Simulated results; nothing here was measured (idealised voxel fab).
This section sets out a process module, namely voxel air gaps.
Section cut is 210 nm wide and gridded with 5 nm square cells.
Heads up, the way a cross-section reads in here is a grid of square cells, handed over as bands from the top down, with every band being one or more rows of cells.
Band: top and bottom heights (nm) first, top before bottom; then materials from left to right, widths in nm. "full width" marks a sole material filling the band edge to edge. "blank" denotes empty space.
Basically, 0 is our baseline, since under it the wafer straight out of the box is all one material. The bottom band has no lower end and keeps on going down, so it looks like "0..down".
With a width like "30..40", each row of cells in the band differs from the next by the same amount, the top row carrying the first number and the bottom row the second.
Reading "same as before" for a step: not a cell of the cross-section changed in it.
Under "Fully closed voids" you'll find the enclosed gaps, the ones with no way out to the top, that are 8 cells or bigger; each reads width x height at distance, with distance counted from the left edge, everything in nm.
Step line, after settings: the simulator's comment on this step.
overlay nm, on a step with a mask: how far to the right of its planned place the mask lay; to the left if negative

-- Process steps (planned)
| 1 | RECEIVE [material Si] |
| 2 | CONFORMAL_DEP [material SiO2] [thk nm 10] |
| 3 | CONFORMAL_DEP [material SiCN] [thk nm 5] |
| 4 | DIRECTIONAL_DEP [material lowk] [thk nm 35] |
| 5 | DIRECTIONAL_DEP [material aC] [thk nm 15] |
| 6 | PATTERN [tone open] [mask id LINES] [material resist] [width nm 15] [pitch nm 45] [thk nm 35] [overlay nm 0] |
| 7 | DIRECTIONAL_ETCH [etch materials aC] [depth nm 15] |
| 8 | STRIP [etch materials resist] |
| 9 | DIRECTIONAL_ETCH [etch materials lowk] [depth nm 35] |
| 10 | STRIP [etch materials aC] |
| 11 | CONFORMAL_DEP [material TiN] [thk nm 5] |
| 12 | FILL_DEP [material W] [thk nm 10] |
| 13 | CMP [height nm 50] |
| 14 | EPI [material Ru] [thk nm 10] |
| 15 | SELECTIVE_ETCH [etch materials lowk] [depth nm 45] |
| 16 | CONFORMAL_DEP [material SiCN] [thk nm 5] |

-- Shown in cross-section is the wafer as received, that is, as it stands after step 1
- 0..down = Si full width
- Fully closed voids: none

-- The plan above was carried out on the starting structure above with one mistake, and this cross-section shows the wafer at the end of the module
- 65..60 = blank 35  TiN 135  blank 40
- 60..50 = blank 35  TiN 5  Ru 35  TiN 10  Ru 35  TiN 10  Ru 35  TiN 5  blank 40
- 50..45 = blank 35  TiN 20  W 5  TiN 40  W 5  TiN 40  W 5  TiN 20  blank 40
- 45..20 = blank 45  TiN 10  W 5  TiN 10  blank 20  TiN 10  W 5  TiN 10  blank 20  TiN 10  W 5  TiN 10  blank 50
- 20..15 = TiN full width
- 15..10 = SiCN full width
- 10..0 = SiO2 full width
- 0..down = Si full width
- Fully closed voids: 20 x 25 at 70; 20 x 25 at 115
Short version of what went wrong: the process deviated at step 16: the operation and settings actually run there were CONFORMAL_DEP [material TiN] [thk nm 5]
